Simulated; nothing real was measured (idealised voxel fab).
Herein follows the process module entitled voxel fin reveal.
Square cell edge 5 nm, section width 295 nm, ID cut.
Throughout this document, each cross-section is represented as a grid of square cells and is presented as a sequence of bands enumerated from the top downward, where a band comprises one or more rows of cells.
Heads up on the band format: heights come first, top then bottom, in nm. After that it's the materials left to right, each with its width in nm. A single material flagged "all across" fills the whole band edge to edge, and "air" means there's empty space there.
A quick word on heights: they are counted from 0, and under that level the wafer as it came to us is one material throughout. The lowest band is different from the rest in having no bottom; it simply continues downward, written as in "0 and below".
A two-number width, for instance "30..40", indicates that the width is equal to the first number in the top row of the band and to the second number in the bottom row, and that it changes by a constant amount per row of cells.
Where a step carries "remains unaltered", the cross-section came out of it unchanged, cell for cell.
Enclosed voids (no open way to top), threshold 8 cells or more, entry "Internal closed voids", notation width x height at distance, distance from left edge, nm.
Step line, after settings: the simulator's comment on this step.
A step's line can hold "overlay nm"; with a mask on that step, the setting says how far right of the planned place the mask lay, while a negative setting says it lay to the left.

Here's what the planned process steps look like:
1 RECEIVE (material Si)
2 CONFORMAL_DEP (material SiN; thk nm 10)
3 DIRECTIONAL_DEP (material aC; thk nm 10)
4 PATTERN (tone cover; mask id FINS; material resist; width nm 15; pitch nm 45; thk nm 30; overlay nm 0)
5 DIRECTIONAL_ETCH (etch materials aC; depth nm 10)
6 STRIP (etch materials resist)
7 DIRECTIONAL_ETCH (etch materials SiN; depth nm 10)
8 DIRECTIONAL_ETCH (etch materials Si; depth nm 40)
9 STRIP (etch materials aC)
10 FILL_DEP (material SiO2; thk nm 5)
11 CMP (height nm 10)
12 SELECTIVE_ETCH (etch materials SiO2; depth nm 25)
13 STRIP (etch materials SiN)

First of two wafers: run as planned:

As received (post step 1): cross-section:
0 and below  Si all across
Internal closed voids: none

Step 2 complete: cross-section through the wafer:
10 down to 0  SiN all across
Below 0 it's all the same as before, nothing changed down there.

Step 3 complete: cross-section through the wafer:
20 down to 10  aC all across
Below 10 it's all the same as before, nothing changed down there.

Step 4 complete: cross-section through the wafer:
50 down to 20  air: 70  resist: 15  air: 30  resist: 15  air: 30  resist: 15  air: 30  resist: 15  air: 75
Below 20 it's all the same as before, nothing changed down there.

Step 5 complete: cross-section through the wafer:
40 down to 20  air: 70  resist: 15  air: 30  resist: 15  air: 30  resist: 15  air: 30  resist: 15  air: 75
20 down to 10  air: 70  aC: 15  air: 30  aC: 15  air: 30  aC: 15  air: 30  aC: 15  air: 75
Below 10 it's all the same as before, nothing changed down there.

Step 6 complete: cross-section through the wafer:
20 down to 10  air: 70  aC: 15  air: 30  aC: 15  air: 30  aC: 15  air: 30  aC: 15  air: 75
Below 10 it's all the same as before, nothing changed down there.

Step 7 complete: cross-section through the wafer:
20 down to 10  air: 70  aC: 15  air: 30  aC: 15  air: 30  aC: 15  air: 30  aC: 15  air: 75
10 down to 0  air: 70  SiN: 15  air: 30  SiN: 15  air: 30  SiN: 15  air: 30  SiN: 15  air: 75
Below 0 it's all the same as before, nothing changed down there.

Step 8 complete: cross-section through the wafer:
20 down to 10  air: 70  aC: 15  air: 30  aC: 15  air: 30  aC: 15  air: 30  aC: 15  air: 75
10 down to 0  air: 70  SiN: 15  air: 30  SiN: 15  air: 30  SiN: 15  air: 30  SiN: 15  air: 75
0 down to -40  air: 70  Si: 15  air: 30  Si: 15  air: 30  Si: 15  air: 30  Si: 15  air: 75
Below -40 it's all the same as before, nothing changed down there.

Step 9 complete: cross-section through the wafer:
10 down to 0  air: 70  SiN: 15  air: 30  SiN: 15  air: 30  SiN: 15  air: 30  SiN: 15  air: 75
Below 0 it's all the same as before, nothing changed down there.

Step 10 complete: cross-section through the wafer:
15 down to 10  SiO2 all across
10 down to 0  SiO2: 70  SiN: 15  SiO2: 30  SiN: 15  SiO2: 30  SiN: 15  SiO2: 30  SiN: 15  SiO2: 75
0 down to -40  SiO2: 70  Si: 15  SiO2: 30  Si: 15  SiO2: 30  Si: 15  SiO2: 30  Si: 15  SiO2: 75
Below -40 it's all the same as before, nothing changed down there.

Step 11 complete: cross-section through the wafer:
10 down to 0  SiO2: 70  SiN: 15  SiO2: 30  SiN: 15  SiO2: 30  SiN: 15  SiO2: 30  SiN: 15  SiO2: 75
Below 0 it's all the same as before, nothing changed down there.

Step 12 complete: cross-section through the wafer:
10 down to 0  air: 70  SiN: 15  air: 30  SiN: 15  air: 30  SiN: 15  air: 30  SiN: 15  air: 75
0 down to -15  air: 70  Si: 15  air: 30  Si: 15  air: 30  Si: 15  air: 30  Si: 15  air: 75
Below -15 it's all the same as before, nothing changed down there.

Step 13 complete: cross-section through the wafer:
0 down to -15  air: 70  Si: 15  air: 30  Si: 15  air: 30  Si: 15  air: 30  Si: 15  air: 75
Below -15 it's all the same as before, nothing changed down there.

Wafer two of two - same starting point, same process plan, one mistake in execution; matches wafer one up to and including step 3:

Cross-section of the second wafer at the time step 4 of the plan should have ended:
50 down to 20  air: 80  resist: 15  air: 30  resist: 15  air: 30  resist: 15  air: 30  resist: 15  air: 65
Below 20 it's all the same as before, nothing changed down there.

Cross-section of the second wafer at the time step 5 of the plan should have ended:
40 down to 20  air: 80  resist: 15  air: 30  resist: 15  air: 30  resist: 15  air: 30  resist: 15  air: 65
20 down to 10  air: 80  aC: 15  air: 30  aC: 15  air: 30  aC: 15  air: 30  aC: 15  air: 65
Below 10 it's all the same as before, nothing changed down there.

Cross-section of the second wafer at the time step 6 of the plan should have ended:
20 down to 10  air: 80  aC: 15  air: 30  aC: 15  air: 30  aC: 15  air: 30  aC: 15  air: 65
Below 10 it's all the same as before, nothing changed down there.

Cross-section of the second wafer at the time step 7 of the plan should have ended:
20 down to 10  air: 80  aC: 15  air: 30  aC: 15  air: 30  aC: 15  air: 30  aC: 15  air: 65
10 down to 0  air: 80  SiN: 15  air: 30  SiN: 15  air: 30  SiN: 15  air: 30  SiN: 15  air: 65
Below 0 it's all the same as before, nothing changed down there.

Cross-section of the second wafer at the time step 8 of the plan should have ended:
20 down to 10  air: 80  aC: 15  air: 30  aC: 15  air: 30  aC: 15  air: 30  aC: 15  air: 65
10 down to 0  air: 80  SiN: 15  air: 30  SiN: 15  air: 30  SiN: 15  air: 30  SiN: 15  air: 65
0 down to -40  air: 80  Si: 15  air: 30  Si: 15  air: 30  Si: 15  air: 30  Si: 15  air: 65
Below -40 it's all the same as before, nothing changed down there.

Cross-section of the second wafer at the time step 9 of the plan should have ended:
10 down to 0  air: 80  SiN: 15  air: 30  SiN: 15  air: 30  SiN: 15  air: 30  SiN: 15  air: 65
Below 0 it's all the same as before, nothing changed down there.

Cross-section of the second wafer at the time step 10 of the plan should have ended:
15 down to 10  SiO2 all across
10 down to 0  SiO2: 80  SiN: 15  SiO2: 30  SiN: 15  SiO2: 30  SiN: 15  SiO2: 30  SiN: 15  SiO2: 65
0 down to -40  SiO2: 80  Si: 15  SiO2: 30  Si: 15  SiO2: 30  Si: 15  SiO2: 30  Si: 15  SiO2: 65
Below -40 it's all the same as before, nothing changed down there.

Cross-section of the second wafer at the time step 11 of the plan should have ended:
10 down to 0  SiO2: 80  SiN: 15  SiO2: 30  SiN: 15  SiO2: 30  SiN: 15  SiO2: 30  SiN: 15  SiO2: 65
Below 0 it's all the same as before, nothing changed down there.

Cross-section of the second wafer at the time step 12 of the plan should have ended:
10 down to 0  air: 80  SiN: 15  air: 30  SiN: 15  air: 30  SiN: 15  air: 30  SiN: 15  air: 65
0 down to -15  air: 80  Si: 15  air: 30  Si: 15  air: 30  Si: 15  air: 30  Si: 15  air: 65
Below -15 it's all the same as before, nothing changed down there.

Cross-section of the second wafer at the time step 13 of the plan should have ended:
0 down to -15  air: 80  Si: 15  air: 30  Si: 15  air: 30  Si: 15  air: 30  Si: 15  air: 65
Below -15 it's all the same as before, nothing changed down there.
Diagnosis: step 4 was not run as planned; what actually ran was PATTERN (tone cover; mask id FINS; material resist; width nm 15; pitch nm 45; thk nm 30; overlay nm 10)
End check, second vs first wafer: material counts in cells match, positions do not.
